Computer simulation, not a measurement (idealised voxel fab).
Process module name: voxel quadruple lines
Square cells of 5 nm make up the cross-section cut, whose width is 250 nm.
Cross-section = grid of square cells, listed top down in bands; band = one or more rows.
In this notation a band is specified by the heights of its top and bottom, in that order and in nm, after which its materials appear from left to right, each paired with its width in nm. The word "full width" attached to a single material means that material fills the band from edge to edge; the word "empty" stands for empty space.
Convention: height 0 is the level below which the wafer, as received, is all one material. The lowest band does not terminate at the bottom but continues downward, represented as "0..down".
Read "30..40" as a graded width: first number on top, second number at the bottom, same change between each pair of neighbouring rows.
"no alteration" after a step means that no cell of the cross-section changed.
What "Closed void entries" gives you is every empty space of 8 cells or more that is cut off from the top. Each appears as width x height at distance, with the distance taken from the left edge and width, height and distance all in nm.
On a step's line, text after the settings is the simulator commenting on that step.
The optional step-line setting "overlay nm" applies to steps with a mask and quantifies how far to the right of its planned location the mask lay, a negative value indicating leftward placement.
Plan
1 RECEIVE, material Si
2 CONFORMAL_DEP, material SiO2, thk nm 5
3 DIRECTIONAL_DEP, material W, thk nm 10
4 DIRECTIONAL_DEP, material polySi, thk nm 20
5 DIRECTIONAL_DEP, material aC, thk nm 25
6 PATTERN, tone cover, mask id MANDREL, material resist, width nm 30, pitch nm 80, thk nm 30, overlay nm -15
7 DIRECTIONAL_ETCH, etch materials aC, depth nm 25
8 STRIP, etch materials resist
9 CONFORMAL_DEP, material SiO2, thk nm 10
10 DIRECTIONAL_ETCH, etch materials SiO2, depth nm 10
11 STRIP, etch materials aC
12 DIRECTIONAL_ETCH, etch materials polySi, depth nm 20
13 STRIP, etch materials SiO2
14 CONFORMAL_DEP, material SiCN, thk nm 10
15 DIRECTIONAL_ETCH, etch materials SiCN, depth nm 10
16 STRIP, etch materials polySi
17 DIRECTIONAL_ETCH, etch materials W, depth nm 10
18 STRIP, etch materials SiCN
19 FILL_DEP, material lowk, thk nm 5
20 CMP, height nm 15
Split variable: overlay nm, step 6. Plan value = first wafer. Wafers start alike.
Step 1 complete: as-received cross-section of the first of several wafers
    0..down: Si full width
    Closed void entries: none
First wafer at the end, after step 20
    15..5: lowk: 35 | W: 10 | lowk: 10 | W: 10 | lowk: 10 | W: 10 | lowk: 10 | W: 10 | lowk: 10 | W: 10 | lowk: 10 | W: 10 | lowk: 10 | W: 10 | lowk: 10 | W: 10 | lowk: 65
    5..0: SiO2 full width
    0..down: Si full width
    Closed void entries: none
Of the several wafers, the last: cross-section at the end of the module
    15..5: lowk: 65 | W: 10 | lowk: 10 | W: 10 | lowk: 10 | W: 10 | lowk: 10 | W: 10 | lowk: 10 | W: 10 | lowk: 10 | W: 10 | lowk: 10 | W: 10 | lowk: 10 | W: 10 | lowk: 35
    5..0: SiO2 full width
    0..down: Si full width
    Closed void entries: none
Wafer rows; end of module; cells per material since receipt: (+) gained, (-) lost; then closed voids
overlay nm -15, +50 SiO2, +32 W, +68 lowk, Closed void entries: none
overlay nm -10, +50 SiO2, +32 W, +68 lowk, Closed void entries: none
overlay nm -5, +50 SiO2, +32 W, +68 lowk, Closed void entries: none
overlay nm 0, +50 SiO2, +32 W, +68 lowk, Closed void entries: none
overlay nm 5, +50 SiO2, +32 W, +68 lowk, Closed void entries: none
overlay nm 10, +50 SiO2, +32 W, +68 lowk, Closed void entries: none
overlay nm 15, +50 SiO2, +32 W, +68 lowk, Closed void entries: none
